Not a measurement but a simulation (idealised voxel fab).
voxel transistor to metal: a process module
Section shown: cut. Width: 180 nm. Cell size: 5 nm, square.
We lay out every cross-section as a grid of square cells and spell it out in bands from the top down, where one band means one or more rows of cells.
Read a band's entry like this: the first values are the height of its top and the height of its bottom in nm, and what follows is the sequence of materials from left to right, each with its width in nm. Note that "air" is empty space, and that a single material marked "everywhere" reaches across the band from edge to edge.
Height datum 0, below which the as-received substrate wafer is one material. Lowest band open at the bottom, running downward: "0 -> down".
The width entry "30->40" should be interpreted row by row: the top row of cells in the band takes the first number, the bottom row takes the second number, and the change between adjacent rows is uniform throughout.
Reading "no change occurred" for a step: not a cell of the cross-section changed in it.
Under "Cavities, sealed" you'll find the enclosed gaps, the ones with no way out to the top, that are 8 cells or bigger; each reads width x height at distance, with distance counted from the left edge, everything in nm.
Text after the settings on a step's line: the simulator's own remark on that step.
If you see "overlay nm" on a step's line and that step has a mask, it's telling you how far right of where it was planned the mask ended up; a negative number means it went left instead.
BELOW IS THE LIST OF PLANNED PROCESS STEPS
1 RECEIVE [material Si]
2 CONFORMAL_DEP [material SiO2] [thk nm 5]
3 CONFORMAL_DEP [material SiN] [thk nm 10]
4 MASKED_ETCH [tone cover] [mask id ACTIVE] [width nm 95] [etch materials SiN] [depth nm 10] [overlay nm 0]
5 MASKED_ETCH [tone cover] [mask id ACTIVE] [width nm 95] [etch materials SiO2] [depth nm 5] [overlay nm 0]
6 MASKED_ETCH [tone cover] [mask id ACTIVE] [width nm 95] [etch materials Si] [depth nm 35] [overlay nm 0]
7 OXIDIZE [depth nm 5]
8 FILL_DEP [material SiO2] [thk nm 10]
9 CMP [height nm 15]
10 SELECTIVE_ETCH [etch materials SiO2] [depth nm 10]
11 STRIP [etch materials SiN]
12 SELECTIVE_ETCH [etch materials SiO2] [depth nm 5]
13 OXIDIZE [depth nm 5]
14 DIRECTIONAL_DEP [material polySi] [thk nm 30]
15 DIRECTIONAL_DEP [material SiCN] [thk nm 15]
16 PATTERN [tone cover] [mask id GATE] [material resist] [width nm 25] [thk nm 15] [overlay nm 0]
17 DIRECTIONAL_ETCH [etch materials SiCN] [depth nm 25]
18 DIRECTIONAL_ETCH [etch materials polySi] [depth nm 40]
19 STRIP [etch materials resist]
20 CONFORMAL_DEP [material SiN] [thk nm 5]
21 DIRECTIONAL_ETCH [etch materials SiN] [depth nm 5]
22 DIRECTIONAL_ETCH [etch materials SiO2] [depth nm 5]
23 EPI [material SiGe] [thk nm 5]
24 FILL_DEP [material SiO2] [thk nm 5]
25 CMP [height nm 30]
26 STRIP [etch materials polySi]
27 SELECTIVE_ETCH [etch materials SiO2] [depth nm 5]
28 CONFORMAL_DEP [material HfO2] [thk nm 5]
29 CONFORMAL_DEP [material TiN] [thk nm 5]
30 FILL_DEP [material W] [thk nm 10]
31 CMP [height nm 25]
32 DIRECTIONAL_DEP [material SiO2] [thk nm 15]
33 PATTERN [tone open] [mask id CONTACT] [material resist] [width nm 15] [pitch nm 70] [thk nm 15] [overlay nm 0]
34 DIRECTIONAL_ETCH [etch materials SiO2] [depth nm 40]
35 STRIP [etch materials resist]
36 CONFORMAL_DEP [material TiN] [thk nm 5]
37 FILL_DEP [material Ru] [thk nm 10]
38 CMP [height nm 40]
39 CONFORMAL_DEP [material SiN] [thk nm 5]
40 DIRECTIONAL_DEP [material SiO2] [thk nm 25]
41 PATTERN [tone open] [mask id METAL_1] [material resist] [width nm 15] [pitch nm 70] [thk nm 15] [overlay nm 0]
42 DIRECTIONAL_ETCH [etch materials SiO2] [depth nm 25]
43 DIRECTIONAL_ETCH [etch materials SiN] [depth nm 5]
44 STRIP [etch materials resist]
45 CONFORMAL_DEP [material TiN] [thk nm 5]
46 FILL_DEP [material Cu] [thk nm 10]
47 CMP [height nm 70]
48 CONFORMAL_DEP [material SiCN] [thk nm 5]
49 DIRECTIONAL_DEP [material SiO2] [thk nm 30]
50 DIRECTIONAL_DEP [material aC] [thk nm 10]
51 PATTERN [tone open] [mask id METAL_2] [material resist] [width nm 15] [pitch nm 70] [thk nm 25] [overlay nm 0]
52 DIRECTIONAL_ETCH [etch materials aC] [depth nm 10]
53 STRIP [etch materials resist]
54 DIRECTIONAL_ETCH [etch materials SiO2] [depth nm 15]
55 STRIP [etch materials aC]
56 DIRECTIONAL_DEP [material aC] [thk nm 15]
57 PATTERN [tone open] [mask id METAL_2_HOLES] [material resist] [width nm 15] [pitch nm 70] [thk nm 30] [overlay nm 0]
58 DIRECTIONAL_ETCH [etch materials aC] [depth nm 15]
59 STRIP [etch materials resist]
60 DIRECTIONAL_ETCH [etch materials SiO2] [depth nm 15]
61 DIRECTIONAL_ETCH [etch materials SiCN] [depth nm 5]
62 STRIP [etch materials aC]
63 CONFORMAL_DEP [material TiN] [thk nm 5]
64 FILL_DEP [material Cu] [thk nm 10]
65 CMP [height nm 105]
66 CONFORMAL_DEP [material SiCN] [thk nm 5]
Among the wafers covered here, the point of difference is the thk nm at step 36; their starting state is shared, and the plan presents the value of the first wafer.
RECEIVED WAFERS, FIRST OF SEVERAL: CROSS-SECTION AFTER STEP 1
* 0 -> down = Si everywhere
* Cavities, sealed: none
THE ROWS OF THE TABLE BELOW ARE WAFERS. LOOKING AT THE END OF THE MODULE, A ROW COUNTS, FOR EVERY MATERIAL, THE CELLS THE WAFER HAS GAINED, SHOWN AS (+), OR LOST, SHOWN AS (-), SINCE IT WAS RECEIVED; ITS CLOSED VOIDS COME NEXT
thk nm 5 | +22 Cu | +17 HfO2 | +14 Ru | -169 Si | +66 SiCN | +12 SiGe | +40 SiN | +685 SiO2 | +101 TiN | +4 W | Cavities, sealed: none
thk nm 10 | +22 Cu | +17 HfO2 | -169 Si | +66 SiCN | +12 SiGe | +40 SiN | +685 SiO2 | +115 TiN | +4 W | Cavities, sealed: none
thk nm 15 | +22 Cu | +17 HfO2 | -169 Si | +66 SiCN | +12 SiGe | +40 SiN | +685 SiO2 | +115 TiN | +4 W | Cavities, sealed: none
thk nm 20 | +22 Cu | +17 HfO2 | -169 Si | +66 SiCN | +12 SiGe | +40 SiN | +685 SiO2 | +115 TiN | +4 W | Cavities, sealed: none
